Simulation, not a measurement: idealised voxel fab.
Process module under the name voxel ribs on slabs
This is section cut - it's 175 nm across, gridded in 5 nm square cells.
How to read a cross-section here: the picture is a grid of square cells, written as bands going from the top down, and any band can span one or more rows of cells. For a band, the entry starts with two heights in nm, that of the top and then that of the bottom, and carries on with the band's materials in order from left to right, each alongside its width in nm; the word "everywhere" beside a single material means it fills the band edge to edge, and "empty" means empty space. Measure heights from 0. That's the level where, below it, the as-received wafer is all one material. The lowest band is bottomless and extends downward; write it as in "0 nm and below". It should be noted that a width expressed as "30 to 40" varies in equal increments from row to row of cells within the band, taking the value of the first number at the top row and that of the second number at the bottom row. Given "identical to before" for a step, no cell of the cross-section differs between before and after that step. Basically, "Closed voids list" tells you about the enclosed voids: empty spaces with no open way to the top, 8 cells or bigger, each written width x height at distance, where distance is from the left edge, all in nm. That trailing text on a step's line, after the settings, is the simulator's own remark on the step. Among the settings permitted on a step's line is "overlay nm"; applied to a step with a mask, it specifies the extent to which the mask lay to the right of its planned position, whereas a negative figure signifies a position to the left.
### The planned process steps are enumerated hereunder
1,op RECEIVE | material Si
2,op DIRECTIONAL_DEP | material SiO2 | thk nm 20
3,op DIRECTIONAL_DEP | material SiN | thk nm 15
4,op DIRECTIONAL_DEP | material aC | thk nm 10
5,op PATTERN | tone cover | mask id RIB | material resist | width nm 25 | thk nm 25 | overlay nm 0
6,op DIRECTIONAL_ETCH | etch materials aC | depth nm 10
7,op STRIP | etch materials resist
8,op DIRECTIONAL_ETCH | etch materials SiN | depth nm 5
9,op STRIP | etch materials aC
10,op MASKED_ETCH | tone cover | mask id SLAB | width nm 85 | etch materials SiN | depth nm 10 | overlay nm 0
11,op FILL_DEP | material SiO2 | thk nm 25
12,op CMP | height nm 50
13,op DIRECTIONAL_DEP | material W | thk nm 5
14,op DIRECTIONAL_DEP | material aC | thk nm 10
15,op PATTERN | tone cover | mask id HEATER | material resist | width nm 35 | thk nm 25 | overlay nm 0
16,op DIRECTIONAL_ETCH | etch materials aC | depth nm 10
17,op STRIP | etch materials resist
18,op DIRECTIONAL_ETCH | etch materials W | depth nm 5
19,op STRIP | etch materials aC
20,op CONFORMAL_DEP | material SiO2 | thk nm 5
### Delivered wafer in cross-section: state after step 1
    0 nm and below: Si everywhere
    Closed voids list: none
### End-of-module XS, first of two wafers, run as planned
    60 nm to 55 nm: 65 empty / 45 SiO2 / 65 empty
    55 nm to 50 nm: 70 SiO2 / 35 W / 70 SiO2
    50 nm to 35 nm: SiO2 everywhere
    35 nm to 30 nm: 75 SiO2 / 25 SiN / 75 SiO2
    30 nm to 20 nm: 45 SiO2 / 85 SiN / 45 SiO2
    20 nm to 0 nm: SiO2 everywhere
    0 nm and below: Si everywhere
    Closed voids list: none
### Module end: cross-section of wafer two of two. Same start and process plan as the first wafer. One mistake during execution
    60 nm to 55 nm: 65 empty / 50 SiO2 / 60 empty
    55 nm to 50 nm: 70 SiO2 / 40 W / 65 SiO2
    50 nm to 35 nm: SiO2 everywhere
    35 nm to 30 nm: 75 SiO2 / 25 SiN / 75 SiO2
    30 nm to 20 nm: 45 SiO2 / 85 SiN / 45 SiO2
    20 nm to 0 nm: SiO2 everywhere
    0 nm and below: Si everywhere
    Closed voids list: none
The mistake made against the process plan was this: step 15 deviated from plan and actually ran as op PATTERN | tone cover | mask id HEATER | material resist | width nm 40 | thk nm 25 | overlay nm 0
Cell-count delta at end, second wafer over first, by material: W +1
